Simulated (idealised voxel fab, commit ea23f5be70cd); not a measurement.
Process module, titled voxel wiring stack
Section cut is 200 nm wide and gridded with 5 nm square cells.
Reading order for cross-sections: top band down to bottom band. Underlying form: a grid of square cells. Band size: one or more rows of cells. In this notation a band is specified by the heights of its top and bottom, in that order and in nm, after which its materials appear from left to right, each paired with its width in nm. The word "all across" attached to a single material means that material fills the band from edge to edge; the word "air" stands for empty space. We count height from 0. Below that, the starting wafer is all one material. The lowest band never ends at the bottom but goes on down; see "0 down" for how that is written. Top row gets the first number, bottom row gets the second, and each row in between changes by the same step: that is how a band width like "30 to 40" works. "everything unchanged" means the step left every cell of the cross-section as it was. "Entrapped voids" means: voids of 8 cells or more that are shut off from the top with no open way through. Written width x height at distance, distance from the left edge, in nm. Heads up: the bit after the settings on a step's line is the simulator's remark on that step. "overlay nm", when on a step's line for a step with a mask, measures how far to the right of its planned place the mask lay; a negative measure means to the left.
## Steps planned for the process
1. RECEIVE [material Si]
2. CONFORMAL_DEP [material SiO2] [thk nm 10]
3. DIRECTIONAL_DEP [material TiN] [thk nm 5]
4. DIRECTIONAL_DEP [material Ru] [thk nm 25]
5. PATTERN [tone cover] [mask id METAL_1] [material resist] [width nm 30] [pitch nm 45] [thk nm 20] [overlay nm 0]
6. DIRECTIONAL_ETCH [etch materials Ru] [depth nm 25]
7. DIRECTIONAL_ETCH [etch materials TiN] [depth nm 5]
8. STRIP [etch materials resist]
9. FILL_DEP [material SiO2] [thk nm 10]
10. CMP [height nm 40]
11. CONFORMAL_DEP [material SiCN] [thk nm 5]
12. DIRECTIONAL_DEP [material lowk] [thk nm 10]
13. PATTERN [tone open] [mask id PLUG_1] [material resist] [width nm 15] [pitch nm 45] [thk nm 15] [overlay nm 0]
14. DIRECTIONAL_ETCH [etch materials lowk] [depth nm 10]
15. DIRECTIONAL_ETCH [etch materials SiCN] [depth nm 5]
16. STRIP [etch materials resist]
17. CONFORMAL_DEP [material TiN] [thk nm 5]
18. FILL_DEP [material Cu] [thk nm 5]
19. CMP [height nm 55]
20. CONFORMAL_DEP [material SiCN] [thk nm 5]
21. DIRECTIONAL_DEP [material lowk] [thk nm 25]
22. PATTERN [tone open] [mask id METAL_2] [material resist] [width nm 30] [pitch nm 45] [thk nm 15] [overlay nm 0]
23. DIRECTIONAL_ETCH [etch materials lowk] [depth nm 25]
24. DIRECTIONAL_ETCH [etch materials SiCN] [depth nm 5]
25. STRIP [etch materials resist]
26. CONFORMAL_DEP [material TiN] [thk nm 5]
27. FILL_DEP [material Ru] [thk nm 10]
28. CMP [height nm 85]
29. EPI [material Ru] [thk nm 5]
30. FILL_DEP [material SiCN] [thk nm 5]
## First of two wafers: run as planned
## Incoming wafer in cross-section (state: after step 1)
  0 down: Si all across
  Entrapped voids: none
## You're looking at a cross-section of the wafer after step 2
  10 to 0: SiO2 all across
  Anything lower than 0 is untouched.
## You're looking at a cross-section of the wafer after step 3
  15 to 10: TiN all across
  Anything lower than 10 is untouched.
## You're looking at a cross-section of the wafer after step 4
  40 to 15: Ru all across
  Anything lower than 15 is untouched.
## You're looking at a cross-section of the wafer after step 5
  60 to 40: air=40 | resist=30 | air=15 | resist=30 | air=15 | resist=30 | air=40
  Anything lower than 40 is untouched.
## You're looking at a cross-section of the wafer after step 6
  60 to 40: air=40 | resist=30 | air=15 | resist=30 | air=15 | resist=30 | air=40
  40 to 15: air=40 | Ru=30 | air=15 | Ru=30 | air=15 | Ru=30 | air=40
  Anything lower than 15 is untouched.
## You're looking at a cross-section of the wafer after step 7
  60 to 40: air=40 | resist=30 | air=15 | resist=30 | air=15 | resist=30 | air=40
  40 to 15: air=40 | Ru=30 | air=15 | Ru=30 | air=15 | Ru=30 | air=40
  15 to 10: air=40 | TiN=30 | air=15 | TiN=30 | air=15 | TiN=30 | air=40
  Anything lower than 10 is untouched.
## You're looking at a cross-section of the wafer after step 8
  40 to 15: air=40 | Ru=30 | air=15 | Ru=30 | air=15 | Ru=30 | air=40
  Anything lower than 15 is untouched.
## You're looking at a cross-section of the wafer after step 9
  50 to 40: SiO2 all across
  40 to 15: SiO2=40 | Ru=30 | SiO2=15 | Ru=30 | SiO2=15 | Ru=30 | SiO2=40
  15 to 10: SiO2=40 | TiN=30 | SiO2=15 | TiN=30 | SiO2=15 | TiN=30 | SiO2=40
  Anything lower than 10 is untouched.
## You're looking at a cross-section of the wafer after step 10
  40 to 15: SiO2=40 | Ru=30 | SiO2=15 | Ru=30 | SiO2=15 | Ru=30 | SiO2=40
  Anything lower than 15 is untouched.
## You're looking at a cross-section of the wafer after step 11
  45 to 40: SiCN all across
  Anything lower than 40 is untouched.
## You're looking at a cross-section of the wafer after step 12
  55 to 45: lowk all across
  Anything lower than 45 is untouched.
## You're looking at a cross-section of the wafer after step 13
  70 to 55: resist=40 | air=15 | resist=30 | air=15 | resist=30 | air=15 | resist=55
  Anything lower than 55 is untouched.
## You're looking at a cross-section of the wafer after step 14
  70 to 55: resist=40 | air=15 | resist=30 | air=15 | resist=30 | air=15 | resist=55
  55 to 45: lowk=40 | air=15 | lowk=30 | air=15 | lowk=30 | air=15 | lowk=55
  Anything lower than 45 is untouched.
## You're looking at a cross-section of the wafer after step 15
  70 to 55: resist=40 | air=15 | resist=30 | air=15 | resist=30 | air=15 | resist=55
  55 to 45: lowk=40 | air=15 | lowk=30 | air=15 | lowk=30 | air=15 | lowk=55
  45 to 40: SiCN=40 | air=15 | SiCN=30 | air=15 | SiCN=30 | air=15 | SiCN=55
  Anything lower than 40 is untouched.
## You're looking at a cross-section of the wafer after step 16
  55 to 45: lowk=40 | air=15 | lowk=30 | air=15 | lowk=30 | air=15 | lowk=55
  Anything lower than 45 is untouched.
## You're looking at a cross-section of the wafer after step 17
  60 to 55: TiN=45 | air=5 | TiN=40 | air=5 | TiN=40 | air=5 | TiN=60
  55 to 45: lowk=40 | TiN=5 | air=5 | TiN=5 | lowk=30 | TiN=5 | air=5 | TiN=5 | lowk=30 | TiN=5 | air=5 | TiN=5 | lowk=55
  45 to 40: SiCN=40 | TiN=15 | SiCN=30 | TiN=15 | SiCN=30 | TiN=15 | SiCN=55
  Anything lower than 40 is untouched.
## You're looking at a cross-section of the wafer after step 18
  65 to 60: Cu all across
  60 to 55: TiN=45 | Cu=5 | TiN=40 | Cu=5 | TiN=40 | Cu=5 | TiN=60
  55 to 45: lowk=40 | TiN=5 | Cu=5 | TiN=5 | lowk=30 | TiN=5 | Cu=5 | TiN=5 | lowk=30 | TiN=5 | Cu=5 | TiN=5 | lowk=55
  Anything lower than 45 is untouched.
## You're looking at a cross-section of the wafer after step 19
  55 to 45: lowk=40 | TiN=5 | Cu=5 | TiN=5 | lowk=30 | TiN=5 | Cu=5 | TiN=5 | lowk=30 | TiN=5 | Cu=5 | TiN=5 | lowk=55
  Anything lower than 45 is untouched.
## You're looking at a cross-section of the wafer after step 20
  60 to 55: SiCN all across
  Anything lower than 55 is untouched.
## You're looking at a cross-section of the wafer after step 21
  85 to 60: lowk all across
  Anything lower than 60 is untouched.
## You're looking at a cross-section of the wafer after step 22
  100 to 85: resist=40 | air=30 | resist=15 | air=30 | resist=15 | air=30 | resist=40
  Anything lower than 85 is untouched.
## You're looking at a cross-section of the wafer after step 23
  100 to 85: resist=40 | air=30 | resist=15 | air=30 | resist=15 | air=30 | resist=40
  85 to 60: lowk=40 | air=30 | lowk=15 | air=30 | lowk=15 | air=30 | lowk=40
  Anything lower than 60 is untouched.
## You're looking at a cross-section of the wafer after step 24
  100 to 85: resist=40 | air=30 | resist=15 | air=30 | resist=15 | air=30 | resist=40
  85 to 60: lowk=40 | air=30 | lowk=15 | air=30 | lowk=15 | air=30 | lowk=40
  60 to 55: SiCN=40 | air=30 | SiCN=15 | air=30 | SiCN=15 | air=30 | SiCN=40
  Anything lower than 55 is untouched.
## You're looking at a cross-section of the wafer after step 25
  85 to 60: lowk=40 | air=30 | lowk=15 | air=30 | lowk=15 | air=30 | lowk=40
  Anything lower than 60 is untouched.
## You're looking at a cross-section of the wafer after step 26
  90 to 85: TiN=45 | air=20 | TiN=25 | air=20 | TiN=25 | air=20 | TiN=45
  85 to 60: lowk=40 | TiN=5 | air=20 | TiN=5 | lowk=15 | TiN=5 | air=20 | TiN=5 | lowk=15 | TiN=5 | air=20 | TiN=5 | lowk=40
  60 to 55: SiCN=40 | TiN=30 | SiCN=15 | TiN=30 | SiCN=15 | TiN=30 | SiCN=40
  Anything lower than 55 is untouched.
## You're looking at a cross-section of the wafer after step 27
  100 to 90: Ru all across
  90 to 85: TiN=45 | Ru=20 | TiN=25 | Ru=20 | TiN=25 | Ru=20 | TiN=45
  85 to 60: lowk=40 | TiN=5 | Ru=20 | TiN=5 | lowk=15 | TiN=5 | Ru=20 | TiN=5 | lowk=15 | TiN=5 | Ru=20 | TiN=5 | lowk=40
  Anything lower than 60 is untouched.
## You're looking at a cross-section of the wafer after step 28
  85 to 60: lowk=40 | TiN=5 | Ru=20 | TiN=5 | lowk=15 | TiN=5 | Ru=20 | TiN=5 | lowk=15 | TiN=5 | Ru=20 | TiN=5 | lowk=40
  Anything lower than 60 is untouched.
## You're looking at a cross-section of the wafer after step 29
  90 to 85: air=35 | Ru=40 | air=5 | Ru=40 | air=5 | Ru=40 | air=35
  Anything lower than 85 is untouched.
## You're looking at a cross-section of the wafer after step 30
  95 to 90: SiCN all across
  90 to 85: SiCN=35 | Ru=40 | SiCN=5 | Ru=40 | SiCN=5 | Ru=40 | SiCN=35
  Anything lower than 85 is untouched.
## Wafer two. Same start, same plan, one slip in execution. Same as wafer one through step 12, inclusive
## What the second wafer looks like in cross-section when step 13 should have wrapped up
  70 to 55: resist=50 | air=15 | resist=30 | air=15 | resist=30 | air=15 | resist=45
  Anything lower than 55 is untouched.
## What the second wafer looks like in cross-section when step 14 should have wrapped up
  70 to 55: resist=50 | air=15 | resist=30 | air=15 | resist=30 | air=15 | resist=45
  55 to 45: lowk=50 | air=15 | lowk=30 | air=15 | lowk=30 | air=15 | lowk=45
  Anything lower than 45 is untouched.
## What the second wafer looks like in cross-section when step 15 should have wrapped up
  70 to 55: resist=50 | air=15 | resist=30 | air=15 | resist=30 | air=15 | resist=45
  55 to 45: lowk=50 | air=15 | lowk=30 | air=15 | lowk=30 | air=15 | lowk=45
  45 to 40: SiCN=50 | air=15 | SiCN=30 | air=15 | SiCN=30 | air=15 | SiCN=45
  Anything lower than 40 is untouched.
## What the second wafer looks like in cross-section when step 16 should have wrapped up
  55 to 45: lowk=50 | air=15 | lowk=30 | air=15 | lowk=30 | air=15 | lowk=45
  Anything lower than 45 is untouched.
## What the second wafer looks like in cross-section when step 17 should have wrapped up
  60 to 55: TiN=55 | air=5 | TiN=40 | air=5 | TiN=40 | air=5 | TiN=50
  55 to 45: lowk=50 | TiN=5 | air=5 | TiN=5 | lowk=30 | TiN=5 | air=5 | TiN=5 | lowk=30 | TiN=5 | air=5 | TiN=5 | lowk=45
  45 to 40: SiCN=50 | TiN=15 | SiCN=30 | TiN=15 | SiCN=30 | TiN=15 | SiCN=45
  Anything lower than 40 is untouched.
## What the second wafer looks like in cross-section when step 18 should have wrapped up
  65 to 60: Cu all across
  60 to 55: TiN=55 | Cu=5 | TiN=40 | Cu=5 | TiN=40 | Cu=5 | TiN=50
  55 to 45: lowk=50 | TiN=5 | Cu=5 | TiN=5 | lowk=30 | TiN=5 | Cu=5 | TiN=5 | lowk=30 | TiN=5 | Cu=5 | TiN=5 | lowk=45
  Anything lower than 45 is untouched.
## What the second wafer looks like in cross-section when step 19 should have wrapped up
  55 to 45: lowk=50 | TiN=5 | Cu=5 | TiN=5 | lowk=30 | TiN=5 | Cu=5 | TiN=5 | lowk=30 | TiN=5 | Cu=5 | TiN=5 | lowk=45
  Anything lower than 45 is untouched.
## What the second wafer looks like in cross-section when step 20 should have wrapped up
  60 to 55: SiCN all across
  Anything lower than 55 is untouched.
## What the second wafer looks like in cross-section when step 21 should have wrapped up
  85 to 60: lowk all across
  Anything lower than 60 is untouched.
## What the second wafer looks like in cross-section when step 22 should have wrapped up
  100 to 85: resist=40 | air=30 | resist=15 | air=30 | resist=15 | air=30 | resist=40
  Anything lower than 85 is untouched.
## What the second wafer looks like in cross-section when step 23 should have wrapped up
  100 to 85: resist=40 | air=30 | resist=15 | air=30 | resist=15 | air=30 | resist=40
  85 to 60: lowk=40 | air=30 | lowk=15 | air=30 | lowk=15 | air=30 | lowk=40
  Anything lower than 60 is untouched.
## What the second wafer looks like in cross-section when step 24 should have wrapped up
  100 to 85: resist=40 | air=30 | resist=15 | air=30 | resist=15 | air=30 | resist=40
  85 to 60: lowk=40 | air=30 | lowk=15 | air=30 | lowk=15 | air=30 | lowk=40
  60 to 55: SiCN=40 | air=30 | SiCN=15 | air=30 | SiCN=15 | air=30 | SiCN=40
  Anything lower than 55 is untouched.
## What the second wafer looks like in cross-section when step 25 should have wrapped up
  85 to 60: lowk=40 | air=30 | lowk=15 | air=30 | lowk=15 | air=30 | lowk=40
  Anything lower than 60 is untouched.
## What the second wafer looks like in cross-section when step 26 should have wrapped up
  90 to 85: TiN=45 | air=20 | TiN=25 | air=20 | TiN=25 | air=20 | TiN=45
  85 to 60: lowk=40 | TiN=5 | air=20 | TiN=5 | lowk=15 | TiN=5 | air=20 | TiN=5 | lowk=15 | TiN=5 | air=20 | TiN=5 | lowk=40
  60 to 55: SiCN=40 | TiN=30 | SiCN=15 | TiN=30 | SiCN=15 | TiN=30 | SiCN=40
  Anything lower than 55 is untouched.
## What the second wafer looks like in cross-section when step 27 should have wrapped up
  100 to 90: Ru all across
  90 to 85: TiN=45 | Ru=20 | TiN=25 | Ru=20 | TiN=25 | Ru=20 | TiN=45
  85 to 60: lowk=40 | TiN=5 | Ru=20 | TiN=5 | lowk=15 | TiN=5 | Ru=20 | TiN=5 | lowk=15 | TiN=5 | Ru=20 | TiN=5 | lowk=40
  Anything lower than 60 is untouched.
## What the second wafer looks like in cross-section when step 28 should have wrapped up
  85 to 60: lowk=40 | TiN=5 | Ru=20 | TiN=5 | lowk=15 | TiN=5 | Ru=20 | TiN=5 | lowk=15 | TiN=5 | Ru=20 | TiN=5 | lowk=40
  Anything lower than 60 is untouched.
## What the second wafer looks like in cross-section when step 29 should have wrapped up
  90 to 85: air=35 | Ru=40 | air=5 | Ru=40 | air=5 | Ru=40 | air=35
  Anything lower than 85 is untouched.
## What the second wafer looks like in cross-section when step 30 should have wrapped up
  95 to 90: SiCN all across
  90 to 85: SiCN=35 | Ru=40 | SiCN=5 | Ru=40 | SiCN=5 | Ru=40 | SiCN=35
  Anything lower than 85 is untouched.
What went wrong in running the wafer? step 13 ran as: PATTERN [tone open] [mask id PLUG_1] [material resist] [width nm 15] [pitch nm 45] [thk nm 15] [overlay nm 10]
The concluding comparison shows that, measured in cells, each material is equally abundant on both wafers, albeit at different positions.
